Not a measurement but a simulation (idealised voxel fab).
process module | voxel self aligned vias
cross-section cut | 260 nm wide | cells 5 nm
A cross-section is a grid of square cells, given in bands from the top down. A band is one or more rows of cells.
Each band's line starts with the height of the band's top and of its bottom, in nm. Then come its materials from left to right, each with its width in nm. One material with "throughout" fills the band from edge to edge. "air" is empty space.
Height 0 is the level under which the wafer as received is all one material. The lowest band goes on downwards, as in "0 down".
A width such as "30 to 40" changes by the same amount from each row of cells to the next, from the band's top row to its bottom row.
"no change" after a step means that no cell of the cross-section changed.
closed voids: empty space of 8 cells or more with no open way to the top, each as width x height at its distance from the left edge, in nm
after a step's settings: what the simulator itself notes on the step
overlay nm, on a step with a mask: how far to the right of its planned place the mask lay; to the left if negative
plan
1 op RECEIVE | material Si
2 op CONFORMAL_DEP | material SiO2 | thk nm 15
3 op CONFORMAL_DEP | material SiCN | thk nm 5
4 op DIRECTIONAL_DEP | material SiO2 | thk nm 20
5 op DIRECTIONAL_DEP | material aC | thk nm 10
6 op PATTERN | tone open | mask id LINES | material resist | width nm 30 | pitch nm 60 | thk nm 25 | overlay nm 0
7 op DIRECTIONAL_ETCH | etch materials aC | depth nm 10
8 op STRIP | etch materials resist
9 op DIRECTIONAL_ETCH | etch materials SiO2 | depth nm 20
10 op STRIP | etch materials aC
11 op CONFORMAL_DEP | material TiN | thk nm 5
12 op FILL_DEP | material Ru | thk nm 5
13 op CMP | height nm 40
14 op SELECTIVE_ETCH | etch materials W Ru TiN | depth nm 5
15 op FILL_DEP | material SiN | thk nm 10
16 op CMP | height nm 40
17 op DIRECTIONAL_DEP | material SiO2 | thk nm 15
18 op MASKED_ETCH | tone open | mask id VIAS | width nm 40 | pitch nm 120 | etch materials SiO2 | depth nm 15 | overlay nm 0
19 op MASKED_ETCH | tone open | mask id VIAS | width nm 40 | pitch nm 120 | etch materials SiN | depth nm 5 | overlay nm 0
20 op CONFORMAL_DEP | material TiN | thk nm 5
21 op FILL_DEP | material Ru | thk nm 10
22 op CMP | height nm 55
23 op CONFORMAL_DEP | material SiN | thk nm 5
first wafer, as planned
as received, after step 1
  0 down: Si throughout
  closed voids: none
after step 2
  15 to 0: SiO2 throughout
  below 0: unchanged
after step 3
  20 to 15: SiCN throughout
  below 15: unchanged
after step 4
  40 to 20: SiO2 throughout
  below 20: unchanged
after step 5
  50 to 40: aC throughout
  below 40: unchanged
after step 6
  75 to 50: resist 55 | air 30 | resist 30 | air 30 | resist 30 | air 30 | resist 55
  below 50: unchanged
after step 7
  65 to 50: resist 55 | air 30 | resist 30 | air 30 | resist 30 | air 30 | resist 55
  50 to 40: aC 55 | air 30 | aC 30 | air 30 | aC 30 | air 30 | aC 55
  below 40: unchanged
after step 8
  50 to 40: aC 55 | air 30 | aC 30 | air 30 | aC 30 | air 30 | aC 55
  below 40: unchanged
after step 9
  50 to 40: aC 55 | air 30 | aC 30 | air 30 | aC 30 | air 30 | aC 55
  40 to 20: SiO2 55 | air 30 | SiO2 30 | air 30 | SiO2 30 | air 30 | SiO2 55
  below 20: unchanged
after step 10
  40 to 20: SiO2 55 | air 30 | SiO2 30 | air 30 | SiO2 30 | air 30 | SiO2 55
  below 20: unchanged
after step 11
  45 to 40: TiN 60 | air 20 | TiN 40 | air 20 | TiN 40 | air 20 | TiN 60
  40 to 25: SiO2 55 | TiN 5 | air 20 | TiN 5 | SiO2 30 | TiN 5 | air 20 | TiN 5 | SiO2 30 | TiN 5 | air 20 | TiN 5 | SiO2 55
  25 to 20: SiO2 55 | TiN 30 | SiO2 30 | TiN 30 | SiO2 30 | TiN 30 | SiO2 55
  below 20: unchanged
after step 12
  50 to 45: Ru throughout
  45 to 40: TiN 60 | Ru 20 | TiN 40 | Ru 20 | TiN 40 | Ru 20 | TiN 60
  40 to 25: SiO2 55 | TiN 5 | Ru 20 | TiN 5 | SiO2 30 | TiN 5 | Ru 20 | TiN 5 | SiO2 30 | TiN 5 | Ru 20 | TiN 5 | SiO2 55
  below 25: unchanged
after step 13
  40 to 25: SiO2 55 | TiN 5 | Ru 20 | TiN 5 | SiO2 30 | TiN 5 | Ru 20 | TiN 5 | SiO2 30 | TiN 5 | Ru 20 | TiN 5 | SiO2 55
  below 25: unchanged
after step 14
  40 to 35: SiO2 55 | air 30 | SiO2 30 | air 30 | SiO2 30 | air 30 | SiO2 55
  below 35: unchanged
after step 15
  50 to 40: SiN throughout
  40 to 35: SiO2 55 | SiN 30 | SiO2 30 | SiN 30 | SiO2 30 | SiN 30 | SiO2 55
  below 35: unchanged
after step 16
  40 to 35: SiO2 55 | SiN 30 | SiO2 30 | SiN 30 | SiO2 30 | SiN 30 | SiO2 55
  below 35: unchanged
after step 17
  55 to 40: SiO2 throughout
  below 40: unchanged
after step 18
  55 to 40: SiO2 50 | air 40 | SiO2 80 | air 40 | SiO2 50
  below 40: unchanged
after step 19
  55 to 40: SiO2 50 | air 40 | SiO2 80 | air 40 | SiO2 50
  40 to 35: SiO2 55 | air 30 | SiO2 30 | SiN 30 | SiO2 30 | air 30 | SiO2 55
  below 35: unchanged
after step 20
  60 to 55: TiN 55 | air 30 | TiN 90 | air 30 | TiN 55
  55 to 45: SiO2 50 | TiN 5 | air 30 | TiN 5 | SiO2 80 | TiN 5 | air 30 | TiN 5 | SiO2 50
  45 to 40: SiO2 50 | TiN 10 | air 20 | TiN 10 | SiO2 80 | TiN 10 | air 20 | TiN 10 | SiO2 50
  40 to 35: SiO2 55 | TiN 30 | SiO2 30 | SiN 30 | SiO2 30 | TiN 30 | SiO2 55
  below 35: unchanged
after step 21
  70 to 60: Ru throughout
  60 to 55: TiN 55 | Ru 30 | TiN 90 | Ru 30 | TiN 55
  55 to 45: SiO2 50 | TiN 5 | Ru 30 | TiN 5 | SiO2 80 | TiN 5 | Ru 30 | TiN 5 | SiO2 50
  45 to 40: SiO2 50 | TiN 10 | Ru 20 | TiN 10 | SiO2 80 | TiN 10 | Ru 20 | TiN 10 | SiO2 50
  below 40: unchanged
after step 22
  55 to 45: SiO2 50 | TiN 5 | Ru 30 | TiN 5 | SiO2 80 | TiN 5 | Ru 30 | TiN 5 | SiO2 50
  below 45: unchanged
after step 23
  60 to 55: SiN throughout
  below 55: unchanged
second wafer: like start, like plan, one mistake. Through step 1 it matches the first wafer
when step 2 should have ended
  15 to 0: SiN throughout
  below 0: unchanged
when step 3 should have ended
  20 to 15: SiCN throughout
  below 15: unchanged
when step 4 should have ended
  40 to 20: SiO2 throughout
  below 20: unchanged
when step 5 should have ended
  50 to 40: aC throughout
  below 40: unchanged
when step 6 should have ended
  75 to 50: resist 55 | air 30 | resist 30 | air 30 | resist 30 | air 30 | resist 55
  below 50: unchanged
when step 7 should have ended
  65 to 50: resist 55 | air 30 | resist 30 | air 30 | resist 30 | air 30 | resist 55
  50 to 40: aC 55 | air 30 | aC 30 | air 30 | aC 30 | air 30 | aC 55
  below 40: unchanged
when step 8 should have ended
  50 to 40: aC 55 | air 30 | aC 30 | air 30 | aC 30 | air 30 | aC 55
  below 40: unchanged
when step 9 should have ended
  50 to 40: aC 55 | air 30 | aC 30 | air 30 | aC 30 | air 30 | aC 55
  40 to 20: SiO2 55 | air 30 | SiO2 30 | air 30 | SiO2 30 | air 30 | SiO2 55
  below 20: unchanged
when step 10 should have ended
  40 to 20: SiO2 55 | air 30 | SiO2 30 | air 30 | SiO2 30 | air 30 | SiO2 55
  below 20: unchanged
when step 11 should have ended
  45 to 40: TiN 60 | air 20 | TiN 40 | air 20 | TiN 40 | air 20 | TiN 60
  40 to 25: SiO2 55 | TiN 5 | air 20 | TiN 5 | SiO2 30 | TiN 5 | air 20 | TiN 5 | SiO2 30 | TiN 5 | air 20 | TiN 5 | SiO2 55
  25 to 20: SiO2 55 | TiN 30 | SiO2 30 | TiN 30 | SiO2 30 | TiN 30 | SiO2 55
  below 20: unchanged
when step 12 should have ended
  50 to 45: Ru throughout
  45 to 40: TiN 60 | Ru 20 | TiN 40 | Ru 20 | TiN 40 | Ru 20 | TiN 60
  40 to 25: SiO2 55 | TiN 5 | Ru 20 | TiN 5 | SiO2 30 | TiN 5 | Ru 20 | TiN 5 | SiO2 30 | TiN 5 | Ru 20 | TiN 5 | SiO2 55
  below 25: unchanged
when step 13 should have ended
  40 to 25: SiO2 55 | TiN 5 | Ru 20 | TiN 5 | SiO2 30 | TiN 5 | Ru 20 | TiN 5 | SiO2 30 | TiN 5 | Ru 20 | TiN 5 | SiO2 55
  below 25: unchanged
when step 14 should have ended
  40 to 35: SiO2 55 | air 30 | SiO2 30 | air 30 | SiO2 30 | air 30 | SiO2 55
  below 35: unchanged
when step 15 should have ended
  50 to 40: SiN throughout
  40 to 35: SiO2 55 | SiN 30 | SiO2 30 | SiN 30 | SiO2 30 | SiN 30 | SiO2 55
  below 35: unchanged
when step 16 should have ended
  40 to 35: SiO2 55 | SiN 30 | SiO2 30 | SiN 30 | SiO2 30 | SiN 30 | SiO2 55
  below 35: unchanged
when step 17 should have ended
  55 to 40: SiO2 throughout
  below 40: unchanged
when step 18 should have ended
  55 to 40: SiO2 50 | air 40 | SiO2 80 | air 40 | SiO2 50
  below 40: unchanged
when step 19 should have ended
  55 to 40: SiO2 50 | air 40 | SiO2 80 | air 40 | SiO2 50
  40 to 35: SiO2 55 | air 30 | SiO2 30 | SiN 30 | SiO2 30 | air 30 | SiO2 55
  below 35: unchanged
when step 20 should have ended
  60 to 55: TiN 55 | air 30 | TiN 90 | air 30 | TiN 55
  55 to 45: SiO2 50 | TiN 5 | air 30 | TiN 5 | SiO2 80 | TiN 5 | air 30 | TiN 5 | SiO2 50
  45 to 40: SiO2 50 | TiN 10 | air 20 | TiN 10 | SiO2 80 | TiN 10 | air 20 | TiN 10 | SiO2 50
  40 to 35: SiO2 55 | TiN 30 | SiO2 30 | SiN 30 | SiO2 30 | TiN 30 | SiO2 55
  below 35: unchanged
when step 21 should have ended
  70 to 60: Ru throughout
  60 to 55: TiN 55 | Ru 30 | TiN 90 | Ru 30 | TiN 55
  55 to 45: SiO2 50 | TiN 5 | Ru 30 | TiN 5 | SiO2 80 | TiN 5 | Ru 30 | TiN 5 | SiO2 50
  45 to 40: SiO2 50 | TiN 10 | Ru 20 | TiN 10 | SiO2 80 | TiN 10 | Ru 20 | TiN 10 | SiO2 50
  below 40: unchanged
when step 22 should have ended
  55 to 45: SiO2 50 | TiN 5 | Ru 30 | TiN 5 | SiO2 80 | TiN 5 | Ru 30 | TiN 5 | SiO2 50
  below 45: unchanged
when step 23 should have ended
  60 to 55: SiN throughout
  below 55: unchanged
what went wrong: step 2 ran as: op CONFORMAL_DEP | material SiN | thk nm 15
at the end the second wafer has, in cells: 156 more of SiN | 156 fewer of SiO2
